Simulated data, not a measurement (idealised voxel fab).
process module | voxel self aligned vias
cross-section cut | 300 nm wide | cells 5 nm
A cross-section is a grid of square cells, given in bands from the top down. A band is one or more rows of cells.
Each band's line starts with the height of the band's top and of its bottom, in nm. Then come its materials from left to right, each with its width in nm. One material with "throughout" fills the band from edge to edge. "air" is empty space.
Height 0 is the level under which the wafer as received is all one material. The lowest band goes on downwards, as in "0 down".
A width such as "30 to 40" changes by the same amount from each row of cells to the next, from the band's top row to its bottom row.
"no change" after a step means that no cell of the cross-section changed.
closed voids: empty space of 8 cells or more with no open way to the top, each as width x height at its distance from the left edge, in nm
after a step's settings: what the simulator itself notes on the step
overlay nm, on a step with a mask: how far to the right of its planned place the mask lay; to the left if negative
plan
1 op RECEIVE | material Si
2 op CONFORMAL_DEP | material SiO2 | thk nm 15
3 op CONFORMAL_DEP | material SiCN | thk nm 5
4 op DIRECTIONAL_DEP | material lowk | thk nm 30
5 op MASKED_ETCH | tone open | mask id LINES | width nm 20 | pitch nm 65 | etch materials lowk | depth nm 30 | overlay nm 0
6 op CONFORMAL_DEP | material TiN | thk nm 5
7 op FILL_DEP | material W | thk nm 10
8 op CMP | height nm 50
9 op SELECTIVE_ETCH | etch materials W Ru TiN | depth nm 5
10 op FILL_DEP | material SiN | thk nm 10
11 op CMP | height nm 50
12 op DIRECTIONAL_DEP | material lowk | thk nm 15
13 op PATTERN | tone open | mask id VIAS | material resist | width nm 30 | pitch nm 65 | thk nm 15 | overlay nm 0
14 op DIRECTIONAL_ETCH | etch materials lowk | depth nm 15
15 op DIRECTIONAL_ETCH | etch materials SiN | depth nm 5
16 op STRIP | etch materials resist
17 op CONFORMAL_DEP | material TiN | thk nm 5
18 op FILL_DEP | material Cu | thk nm 10
19 op CMP | height nm 65
20 op CONFORMAL_DEP | material SiN | thk nm 5
varied across the wafers: width nm of step 13. The plan shows the first wafer's value. All wafers start alike
first wafer as received, after step 1
  0 down: Si throughout
  closed voids: none
first wafer at the end, after step 20
  70 to 65: SiN throughout
  65 to 55: lowk 70 | TiN 5 | Cu 20 | TiN 5 | lowk 35 | TiN 5 | Cu 20 | TiN 5 | lowk 35 | TiN 5 | Cu 20 | TiN 5 | lowk 70
  55 to 50: lowk 70 | TiN 10 | Cu 10 | TiN 10 | lowk 35 | TiN 10 | Cu 10 | TiN 10 | lowk 35 | TiN 10 | Cu 10 | TiN 10 | lowk 70
  50 to 45: lowk 75 | TiN 20 | lowk 45 | TiN 20 | lowk 45 | TiN 20 | lowk 75
  45 to 25: lowk 75 | TiN 5 | W 10 | TiN 5 | lowk 45 | TiN 5 | W 10 | TiN 5 | lowk 45 | TiN 5 | W 10 | TiN 5 | lowk 75
  25 to 20: lowk 75 | TiN 20 | lowk 45 | TiN 20 | lowk 45 | TiN 20 | lowk 75
  20 to 15: SiCN throughout
  15 to 0: SiO2 throughout
  0 down: Si throughout
  closed voids: none
last wafer at the end
  70 to 65: SiN throughout
  65 to 55: lowk 60 | TiN 5 | Cu 40 | TiN 5 | lowk 15 | TiN 5 | Cu 40 | TiN 5 | lowk 15 | TiN 5 | Cu 40 | TiN 5 | lowk 60
  55 to 50: lowk 60 | TiN 20 | Cu 10 | TiN 20 | lowk 15 | TiN 20 | Cu 10 | TiN 20 | lowk 15 | TiN 20 | Cu 10 | TiN 20 | lowk 60
  50 to 45: lowk 75 | TiN 20 | lowk 45 | TiN 20 | lowk 45 | TiN 20 | lowk 75
  45 to 25: lowk 75 | TiN 5 | W 10 | TiN 5 | lowk 45 | TiN 5 | W 10 | TiN 5 | lowk 45 | TiN 5 | W 10 | TiN 5 | lowk 75
  25 to 20: lowk 75 | TiN 20 | lowk 45 | TiN 20 | lowk 45 | TiN 20 | lowk 75
  20 to 15: SiCN throughout
  15 to 0: SiO2 throughout
  0 down: Si throughout
  closed voids: none
each wafer at the end: cells of each material gained (+) or lost (-) since it was received, then its closed voids
width nm 30 | +30 Cu | +60 SiCN | +60 SiN | +180 SiO2 | +72 TiN | +24 W | +414 lowk | closed voids: none
width nm 35 | +36 Cu | +60 SiCN | +60 SiN | +180 SiO2 | +75 TiN | +24 W | +405 lowk | closed voids: none
width nm 40 | +42 Cu | +60 SiCN | +60 SiN | +180 SiO2 | +78 TiN | +24 W | +396 lowk | closed voids: none
width nm 45 | +48 Cu | +60 SiCN | +60 SiN | +180 SiO2 | +81 TiN | +24 W | +387 lowk | closed voids: none
width nm 50 | +54 Cu | +60 SiCN | +60 SiN | +180 SiO2 | +84 TiN | +24 W | +378 lowk | closed voids: none
